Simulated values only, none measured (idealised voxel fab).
Process module under the name voxel capacitor over wiring
Square cell edge 5 nm, section width 220 nm, ID cut.
If you're reading a cross-section in this doc, picture square cells in a grid; it comes to you as bands, top ones listed first down to the bottom, and a band can be one or more rows of cells. Each band's line starts with the height of the band's top and of its bottom, in nm. Then come its materials from left to right, each with its width in nm. One material with "full width" fills the band from edge to edge. "air" is empty space. The reference from which all heights are counted is 0, the level beneath which the as-received wafer is entirely one material; the lowest band, having no lower bound, proceeds downward and is written after the example "0 -> down". The notation "30 to 40" denotes a width that varies across the rows of cells in the band, beginning at the first number in the top row, finishing at the second number in the bottom row, and changing by an identical amount from each row to the next. "left unchanged" -> step changed no cross-section cell. In the "Closed-off voids" entry, you get each enclosed empty space of 8 cells or more, one with no open way to the top, written width x height at distance, distance from the left edge, in nm. after a step's settings: what the simulator itself notes on the step. "overlay nm", when on a step's line for a step with a mask, measures how far to the right of its planned place the mask lay; a negative measure means to the left.

[Steps in the process plan]
1 RECEIVE: material Si
2 CONFORMAL_DEP: material SiO2, thk nm 10
3 DIRECTIONAL_DEP: material TiN, thk nm 5
4 DIRECTIONAL_DEP: material W, thk nm 15
5 DIRECTIONAL_DEP: material aC, thk nm 10
6 PATTERN: tone cover, mask id METAL_1, material resist, width nm 20, pitch nm 70, thk nm 30, overlay nm 0
7 DIRECTIONAL_ETCH: etch materials aC, depth nm 10
8 STRIP: etch materials resist
9 DIRECTIONAL_ETCH: etch materials W, depth nm 15
10 DIRECTIONAL_ETCH: etch materials TiN, depth nm 5
11 STRIP: etch materials aC
12 CONFORMAL_DEP: material SiCN, thk nm 5
13 FILL_DEP: material SiO2, thk nm 5
14 CMP: height nm 30
15 CONFORMAL_DEP: material SiCN, thk nm 5
16 DIRECTIONAL_DEP: material SiO2, thk nm 15
17 MASKED_ETCH: tone open, mask id PLUG_1, width nm 15, etch materials SiO2, depth nm 15, overlay nm 0
18 MASKED_ETCH: tone open, mask id PLUG_1, width nm 15, etch materials SiCN, depth nm 5, overlay nm 0
19 CONFORMAL_DEP: material TiN, thk nm 5
20 FILL_DEP: material Ru, thk nm 5
21 CMP: height nm 50
22 DIRECTIONAL_DEP: material TiN, thk nm 10
23 DIRECTIONAL_DEP: material HfO2, thk nm 5
24 DIRECTIONAL_DEP: material TiN, thk nm 5
25 PATTERN: tone cover, mask id UPPER_PLATE, material resist, width nm 55, thk nm 15, overlay nm 0
26 DIRECTIONAL_ETCH: etch materials TiN, depth nm 5
27 DIRECTIONAL_ETCH: etch materials HfO2, depth nm 5
28 STRIP: etch materials resist
29 DIRECTIONAL_DEP: material aC, thk nm 10
30 PATTERN: tone cover, mask id LOWER_PLATE, material resist, width nm 65, thk nm 25, overlay nm 0
31 DIRECTIONAL_ETCH: etch materials aC, depth nm 10
32 STRIP: etch materials resist
33 DIRECTIONAL_ETCH: etch materials TiN, depth nm 10
34 STRIP: etch materials aC
35 FILL_DEP: material SiO2, thk nm 15
36 CMP: height nm 80
37 PATTERN: tone open, mask id PLUG_2, material resist, width nm 15, thk nm 20, overlay nm 0
38 DIRECTIONAL_ETCH: etch materials SiO2, depth nm 10
39 STRIP: etch materials resist
40 CONFORMAL_DEP: material TiN, thk nm 5
41 FILL_DEP: material Ru, thk nm 10
42 CMP: height nm 80
43 CONFORMAL_DEP: material SiN, thk nm 5

[First of the two wafers, run per plan]

[As received (post step 1): cross-section]
    0 -> down  Si full width
    Closed-off voids: none

[Take a look at the wafer's cross-section after step 2]
    10 -> 0  SiO2 full width
    Anything lower than 0 is untouched.

[Take a look at the wafer's cross-section after step 3]
    15 -> 10  TiN full width
    Anything lower than 10 is untouched.

[Take a look at the wafer's cross-section after step 4]
    30 -> 15  W full width
    Anything lower than 15 is untouched.

[Take a look at the wafer's cross-section after step 5]
    40 -> 30  aC full width
    Anything lower than 30 is untouched.

[Take a look at the wafer's cross-section after step 6]
    70 -> 40  65 of air, then 20 of resist, then 50 of air, then 20 of resist, then 65 of air
    Anything lower than 40 is untouched.

[Take a look at the wafer's cross-section after step 7]
    60 -> 40  65 of air, then 20 of resist, then 50 of air, then 20 of resist, then 65 of air
    40 -> 30  65 of air, then 20 of aC, then 50 of air, then 20 of aC, then 65 of air
    Anything lower than 30 is untouched.

[Take a look at the wafer's cross-section after step 8]
    40 -> 30  65 of air, then 20 of aC, then 50 of air, then 20 of aC, then 65 of air
    Anything lower than 30 is untouched.

[Take a look at the wafer's cross-section after step 9]
    40 -> 30  65 of air, then 20 of aC, then 50 of air, then 20 of aC, then 65 of air
    30 -> 15  65 of air, then 20 of W, then 50 of air, then 20 of W, then 65 of air
    Anything lower than 15 is untouched.

[Take a look at the wafer's cross-section after step 10]
    40 -> 30  65 of air, then 20 of aC, then 50 of air, then 20 of aC, then 65 of air
    30 -> 15  65 of air, then 20 of W, then 50 of air, then 20 of W, then 65 of air
    15 -> 10  65 of air, then 20 of TiN, then 50 of air, then 20 of TiN, then 65 of air
    Anything lower than 10 is untouched.

[Take a look at the wafer's cross-section after step 11]
    30 -> 15  65 of air, then 20 of W, then 50 of air, then 20 of W, then 65 of air
    Anything lower than 15 is untouched.

[Take a look at the wafer's cross-section after step 12]
    35 -> 30  60 of air, then 30 of SiCN, then 40 of air, then 30 of SiCN, then 60 of air
    30 -> 15  60 of air, then 5 of SiCN, then 20 of W, then 5 of SiCN, then 40 of air, then 5 of SiCN, then 20 of W, then 5 of SiCN, then 60 of air
    15 -> 10  65 of SiCN, then 20 of TiN, then 50 of SiCN, then 20 of TiN, then 65 of SiCN
    Anything lower than 10 is untouched.

[Take a look at the wafer's cross-section after step 13]
    40 -> 35  SiO2 full width
    35 -> 30  60 of SiO2, then 30 of SiCN, then 40 of SiO2, then 30 of SiCN, then 60 of SiO2
    30 -> 15  60 of SiO2, then 5 of SiCN, then 20 of W, then 5 of SiCN, then 40 of SiO2, then 5 of SiCN, then 20 of W, then 5 of SiCN, then 60 of SiO2
    Anything lower than 15 is untouched.

[Take a look at the wafer's cross-section after step 14]
    30 -> 15  60 of SiO2, then 5 of SiCN, then 20 of W, then 5 of SiCN, then 40 of SiO2, then 5 of SiCN, then 20 of W, then 5 of SiCN, then 60 of SiO2
    Anything lower than 15 is untouched.

[Take a look at the wafer's cross-section after step 15]
    35 -> 30  SiCN full width
    Anything lower than 30 is untouched.

[Take a look at the wafer's cross-section after step 16]
    50 -> 35  SiO2 full width
    Anything lower than 35 is untouched.

[Take a look at the wafer's cross-section after step 17]
    50 -> 35  70 of SiO2, then 15 of air, then 135 of SiO2
    Anything lower than 35 is untouched.

[Take a look at the wafer's cross-section after step 18]
    50 -> 35  70 of SiO2, then 15 of air, then 135 of SiO2
    35 -> 30  70 of SiCN, then 15 of air, then 135 of SiCN
    Anything lower than 30 is untouched.

[Take a look at the wafer's cross-section after step 19]
    55 -> 50  75 of TiN, then 5 of air, then 140 of TiN
    50 -> 35  70 of SiO2, then 5 of TiN, then 5 of air, then 5 of TiN, then 135 of SiO2
    35 -> 30  70 of SiCN, then 15 of TiN, then 135 of SiCN
    Anything lower than 30 is untouched.

[Take a look at the wafer's cross-section after step 20]
    60 -> 55  Ru full width
    55 -> 50  75 of TiN, then 5 of Ru, then 140 of TiN
    50 -> 35  70 of SiO2, then 5 of TiN, then 5 of Ru, then 5 of TiN, then 135 of SiO2
    Anything lower than 35 is untouched.

[Take a look at the wafer's cross-section after step 21]
    50 -> 35  70 of SiO2, then 5 of TiN, then 5 of Ru, then 5 of TiN, then 135 of SiO2
    Anything lower than 35 is untouched.

[Take a look at the wafer's cross-section after step 22]
    60 -> 50  TiN full width
    Anything lower than 50 is untouched.

[Take a look at the wafer's cross-section after step 23]
    65 -> 60  HfO2 full width
    Anything lower than 60 is untouched.

[Take a look at the wafer's cross-section after step 24]
    70 -> 65  TiN full width
    Anything lower than 65 is untouched.

[Take a look at the wafer's cross-section after step 25]
    85 -> 70  70 of air, then 55 of resist, then 95 of air
    Anything lower than 70 is untouched.

[Take a look at the wafer's cross-section after step 26]
    85 -> 70  70 of air, then 55 of resist, then 95 of air
    70 -> 65  70 of air, then 55 of TiN, then 95 of air
    Anything lower than 65 is untouched.

[Take a look at the wafer's cross-section after step 27]
    85 -> 70  70 of air, then 55 of resist, then 95 of air
    70 -> 65  70 of air, then 55 of TiN, then 95 of air
    65 -> 60  70 of air, then 55 of HfO2, then 95 of air
    Anything lower than 60 is untouched.

[Take a look at the wafer's cross-section after step 28]
    70 -> 65  70 of air, then 55 of TiN, then 95 of air
    Anything lower than 65 is untouched.

[Take a look at the wafer's cross-section after step 29]
    80 -> 70  70 of air, then 55 of aC, then 95 of air
    70 -> 65  70 of aC, then 55 of TiN, then 95 of aC
    65 -> 60  70 of aC, then 55 of HfO2, then 95 of aC
    Anything lower than 60 is untouched.

[Take a look at the wafer's cross-section after step 30]
    105 -> 80  65 of air, then 65 of resist, then 90 of air
    80 -> 70  65 of air, then 5 of resist, then 55 of aC, then 5 of resist, then 90 of air
    Anything lower than 70 is untouched.

[Take a look at the wafer's cross-section after step 31]
    95 -> 80  65 of air, then 65 of resist, then 90 of air
    80 -> 70  65 of air, then 5 of resist, then 55 of aC, then 5 of resist, then 90 of air
    70 -> 65  65 of air, then 5 of aC, then 55 of TiN, then 5 of aC, then 90 of air
    65 -> 60  65 of air, then 5 of aC, then 55 of HfO2, then 5 of aC, then 90 of air
    Anything lower than 60 is untouched.

[Take a look at the wafer's cross-section after step 32]
    80 -> 70  70 of air, then 55 of aC, then 95 of air
    Anything lower than 70 is untouched.

[Take a look at the wafer's cross-section after step 33]
    80 -> 70  70 of air, then 55 of aC, then 95 of air
    70 -> 65  65 of air, then 5 of aC, then 55 of TiN, then 5 of aC, then 90 of air
    65 -> 60  65 of air, then 5 of aC, then 55 of HfO2, then 5 of aC, then 90 of air
    60 -> 50  65 of air, then 65 of TiN, then 90 of air
    Anything lower than 50 is untouched.

[Take a look at the wafer's cross-section after step 34]
    70 -> 65  70 of air, then 55 of TiN, then 95 of air
    65 -> 60  70 of air, then 55 of HfO2, then 95 of air
    Anything lower than 60 is untouched.

[Take a look at the wafer's cross-section after step 35]
    85 -> 70  SiO2 full width
    70 -> 65  70 of SiO2, then 55 of TiN, then 95 of SiO2
    65 -> 60  70 of SiO2, then 55 of HfO2, then 95 of SiO2
    60 -> 50  65 of SiO2, then 65 of TiN, then 90 of SiO2
    Anything lower than 50 is untouched.

[Take a look at the wafer's cross-section after step 36]
    80 -> 70  SiO2 full width
    Anything lower than 70 is untouched.

[Take a look at the wafer's cross-section after step 37]
    100 -> 80  80 of resist, then 15 of air, then 125 of resist
    Anything lower than 80 is untouched.

[Take a look at the wafer's cross-section after step 38]
    100 -> 80  80 of resist, then 15 of air, then 125 of resist
    80 -> 70  80 of SiO2, then 15 of air, then 125 of SiO2
    Anything lower than 70 is untouched.

[Take a look at the wafer's cross-section after step 39]
    80 -> 70  80 of SiO2, then 15 of air, then 125 of SiO2
    Anything lower than 70 is untouched.

[Take a look at the wafer's cross-section after step 40]
    85 -> 80  85 of TiN, then 5 of air, then 130 of TiN
    80 -> 75  80 of SiO2, then 5 of TiN, then 5 of air, then 5 of TiN, then 125 of SiO2
    75 -> 65  80 to 70 of SiO2, then 15 to 55 of TiN, then 125 to 95 of SiO2
    Anything lower than 65 is untouched.

[Take a look at the wafer's cross-section after step 41]
    95 -> 85  Ru full width
    85 -> 80  85 of TiN, then 5 of Ru, then 130 of TiN
    80 -> 75  80 of SiO2, then 5 of TiN, then 5 of Ru, then 5 of TiN, then 125 of SiO2
    Anything lower than 75 is untouched.

[Take a look at the wafer's cross-section after step 42]
    80 -> 75  80 of SiO2, then 5 of TiN, then 5 of Ru, then 5 of TiN, then 125 of SiO2
    Anything lower than 75 is untouched.

[Take a look at the wafer's cross-section after step 43]
    85 -> 80  SiN full width
    Anything lower than 80 is untouched.

[Second wafer, same starting state and plan as the first, one mistake in the run, identical through step 2]

Cross-section of the second wafer corresponding to the planned conclusion of step 3: left unchanged

[Cross-section of the second wafer corresponding to the planned conclusion of step 4]
    25 -> 10  W full width
    Anything lower than 10 is untouched.

[Cross-section of the second wafer corresponding to the planned conclusion of step 5]
    35 -> 25  aC full width
    Anything lower than 25 is untouched.

[Cross-section of the second wafer corresponding to the planned conclusion of step 6]
    65 -> 35  65 of air, then 20 of resist, then 50 of air, then 20 of resist, then 65 of air
    Anything lower than 35 is untouched.

[Cross-section of the second wafer corresponding to the planned conclusion of step 7]
    55 -> 35  65 of air, then 20 of resist, then 50 of air, then 20 of resist, then 65 of air
    35 -> 25  65 of air, then 20 of aC, then 50 of air, then 20 of aC, then 65 of air
    Anything lower than 25 is untouched.

[Cross-section of the second wafer corresponding to the planned conclusion of step 8]
    35 -> 25  65 of air, then 20 of aC, then 50 of air, then 20 of aC, then 65 of air
    Anything lower than 25 is untouched.

[Cross-section of the second wafer corresponding to the planned conclusion of step 9]
    35 -> 25  65 of air, then 20 of aC, then 50 of air, then 20 of aC, then 65 of air
    25 -> 10  65 of air, then 20 of W, then 50 of air, then 20 of W, then 65 of air
    Anything lower than 10 is untouched.

Cross-section of the second wafer corresponding to the planned conclusion of step 10: left unchanged

[Cross-section of the second wafer corresponding to the planned conclusion of step 11]
    25 -> 10  65 of air, then 20 of W, then 50 of air, then 20 of W, then 65 of air
    Anything lower than 10 is untouched.

[Cross-section of the second wafer corresponding to the planned conclusion of step 12]
    30 -> 25  60 of air, then 30 of SiCN, then 40 of air, then 30 of SiCN, then 60 of air
    25 -> 15  60 of air, then 5 of SiCN, then 20 of W, then 5 of SiCN, then 40 of air, then 5 of SiCN, then 20 of W, then 5 of SiCN, then 60 of air
    15 -> 10  65 of SiCN, then 20 of W, then 50 of SiCN, then 20 of W, then 65 of SiCN
    Anything lower than 10 is untouched.

[Cross-section of the second wafer corresponding to the planned conclusion of step 13]
    35 -> 30  SiO2 full width
    30 -> 25  60 of SiO2, then 30 of SiCN, then 40 of SiO2, then 30 of SiCN, then 60 of SiO2
    25 -> 15  60 of SiO2, then 5 of SiCN, then 20 of W, then 5 of SiCN, then 40 of SiO2, then 5 of SiCN, then 20 of W, then 5 of SiCN, then 60 of SiO2
    Anything lower than 15 is untouched.

[Cross-section of the second wafer corresponding to the planned conclusion of step 14]
    30 -> 25  60 of SiO2, then 30 of SiCN, then 40 of SiO2, then 30 of SiCN, then 60 of SiO2
    Anything lower than 25 is untouched.

[Cross-section of the second wafer corresponding to the planned conclusion of step 15]
    35 -> 30  SiCN full width
    Anything lower than 30 is untouched.

[Cross-section of the second wafer corresponding to the planned conclusion of step 16]
    50 -> 35  SiO2 full width
    Anything lower than 35 is untouched.

[Cross-section of the second wafer corresponding to the planned conclusion of step 17]
    50 -> 35  70 of SiO2, then 15 of air, then 135 of SiO2
    Anything lower than 35 is untouched.

[Cross-section of the second wafer corresponding to the planned conclusion of step 18]
    50 -> 35  70 of SiO2, then 15 of air, then 135 of SiO2
    35 -> 30  70 of SiCN, then 15 of air, then 135 of SiCN
    Anything lower than 30 is untouched.

[Cross-section of the second wafer corresponding to the planned conclusion of step 19]
    55 -> 50  75 of TiN, then 5 of air, then 140 of TiN
    50 -> 35  70 of SiO2, then 5 of TiN, then 5 of air, then 5 of TiN, then 135 of SiO2
    35 -> 30  70 of SiCN, then 15 of TiN, then 135 of SiCN
    Anything lower than 30 is untouched.

[Cross-section of the second wafer corresponding to the planned conclusion of step 20]
    60 -> 55  Ru full width
    55 -> 50  75 of TiN, then 5 of Ru, then 140 of TiN
    50 -> 35  70 of SiO2, then 5 of TiN, then 5 of Ru, then 5 of TiN, then 135 of SiO2
    Anything lower than 35 is untouched.

[Cross-section of the second wafer corresponding to the planned conclusion of step 21]
    50 -> 35  70 of SiO2, then 5 of TiN, then 5 of Ru, then 5 of TiN, then 135 of SiO2
    Anything lower than 35 is untouched.

[Cross-section of the second wafer corresponding to the planned conclusion of step 22]
    60 -> 50  TiN full width
    Anything lower than 50 is untouched.

[Cross-section of the second wafer corresponding to the planned conclusion of step 23]
    65 -> 60  HfO2 full width
    Anything lower than 60 is untouched.

[Cross-section of the second wafer corresponding to the planned conclusion of step 24]
    70 -> 65  TiN full width
    Anything lower than 65 is untouched.

[Cross-section of the second wafer corresponding to the planned conclusion of step 25]
    85 -> 70  70 of air, then 55 of resist, then 95 of air
    Anything lower than 70 is untouched.

[Cross-section of the second wafer corresponding to the planned conclusion of step 26]
    85 -> 70  70 of air, then 55 of resist, then 95 of air
    70 -> 65  70 of air, then 55 of TiN, then 95 of air
    Anything lower than 65 is untouched.

[Cross-section of the second wafer corresponding to the planned conclusion of step 27]
    85 -> 70  70 of air, then 55 of resist, then 95 of air
    70 -> 65  70 of air, then 55 of TiN, then 95 of air
    65 -> 60  70 of air, then 55 of HfO2, then 95 of air
    Anything lower than 60 is untouched.

[Cross-section of the second wafer corresponding to the planned conclusion of step 28]
    70 -> 65  70 of air, then 55 of TiN, then 95 of air
    Anything lower than 65 is untouched.

[Cross-section of the second wafer corresponding to the planned conclusion of step 29]
    80 -> 70  70 of air, then 55 of aC, then 95 of air
    70 -> 65  70 of aC, then 55 of TiN, then 95 of aC
    65 -> 60  70 of aC, then 55 of HfO2, then 95 of aC
    Anything lower than 60 is untouched.

[Cross-section of the second wafer corresponding to the planned conclusion of step 30]
    105 -> 80  65 of air, then 65 of resist, then 90 of air
    80 -> 70  65 of air, then 5 of resist, then 55 of aC, then 5 of resist, then 90 of air
    Anything lower than 70 is untouched.

[Cross-section of the second wafer corresponding to the planned conclusion of step 31]
    95 -> 80  65 of air, then 65 of resist, then 90 of air
    80 -> 70  65 of air, then 5 of resist, then 55 of aC, then 5 of resist, then 90 of air
    70 -> 65  65 of air, then 5 of aC, then 55 of TiN, then 5 of aC, then 90 of air
    65 -> 60  65 of air, then 5 of aC, then 55 of HfO2, then 5 of aC, then 90 of air
    Anything lower than 60 is untouched.

[Cross-section of the second wafer corresponding to the planned conclusion of step 32]
    80 -> 70  70 of air, then 55 of aC, then 95 of air
    Anything lower than 70 is untouched.

[Cross-section of the second wafer corresponding to the planned conclusion of step 33]
    80 -> 70  70 of air, then 55 of aC, then 95 of air
    70 -> 65  65 of air, then 5 of aC, then 55 of TiN, then 5 of aC, then 90 of air
    65 -> 60  65 of air, then 5 of aC, then 55 of HfO2, then 5 of aC, then 90 of air
    60 -> 50  65 of air, then 65 of TiN, then 90 of air
    Anything lower than 50 is untouched.

[Cross-section of the second wafer corresponding to the planned conclusion of step 34]
    70 -> 65  70 of air, then 55 of TiN, then 95 of air
    65 -> 60  70 of air, then 55 of HfO2, then 95 of air
    Anything lower than 60 is untouched.

[Cross-section of the second wafer corresponding to the planned conclusion of step 35]
    85 -> 70  SiO2 full width
    70 -> 65  70 of SiO2, then 55 of TiN, then 95 of SiO2
    65 -> 60  70 of SiO2, then 55 of HfO2, then 95 of SiO2
    60 -> 50  65 of SiO2, then 65 of TiN, then 90 of SiO2
    Anything lower than 50 is untouched.

[Cross-section of the second wafer corresponding to the planned conclusion of step 36]
    80 -> 70  SiO2 full width
    Anything lower than 70 is untouched.

[Cross-section of the second wafer corresponding to the planned conclusion of step 37]
    100 -> 80  80 of resist, then 15 of air, then 125 of resist
    Anything lower than 80 is untouched.

[Cross-section of the second wafer corresponding to the planned conclusion of step 38]
    100 -> 80  80 of resist, then 15 of air, then 125 of resist
    80 -> 70  80 of SiO2, then 15 of air, then 125 of SiO2
    Anything lower than 70 is untouched.

[Cross-section of the second wafer corresponding to the planned conclusion of step 39]
    80 -> 70  80 of SiO2, then 15 of air, then 125 of SiO2
    Anything lower than 70 is untouched.

[Cross-section of the second wafer corresponding to the planned conclusion of step 40]
    85 -> 80  85 of TiN, then 5 of air, then 130 of TiN
    80 -> 75  80 of SiO2, then 5 of TiN, then 5 of air, then 5 of TiN, then 125 of SiO2
    75 -> 65  80 to 70 of SiO2, then 15 to 55 of TiN, then 125 to 95 of SiO2
    Anything lower than 65 is untouched.

[Cross-section of the second wafer corresponding to the planned conclusion of step 41]
    95 -> 85  Ru full width
    85 -> 80  85 of TiN, then 5 of Ru, then 130 of TiN
    80 -> 75  80 of SiO2, then 5 of TiN, then 5 of Ru, then 5 of TiN, then 125 of SiO2
    Anything lower than 75 is untouched.

[Cross-section of the second wafer corresponding to the planned conclusion of step 42]
    80 -> 75  80 of SiO2, then 5 of TiN, then 5 of Ru, then 5 of TiN, then 125 of SiO2
    Anything lower than 75 is untouched.

[Cross-section of the second wafer corresponding to the planned conclusion of step 43]
    85 -> 80  SiN full width
    Anything lower than 80 is untouched.
What went wrong in running the wafer? skipped: plan step 3 (never run)
It is noted that, at the conclusion of processing, the second wafer exhibits a higher or lower cell count for certain materials relative to the first: 8 more of SiCN | 8 fewer of TiN
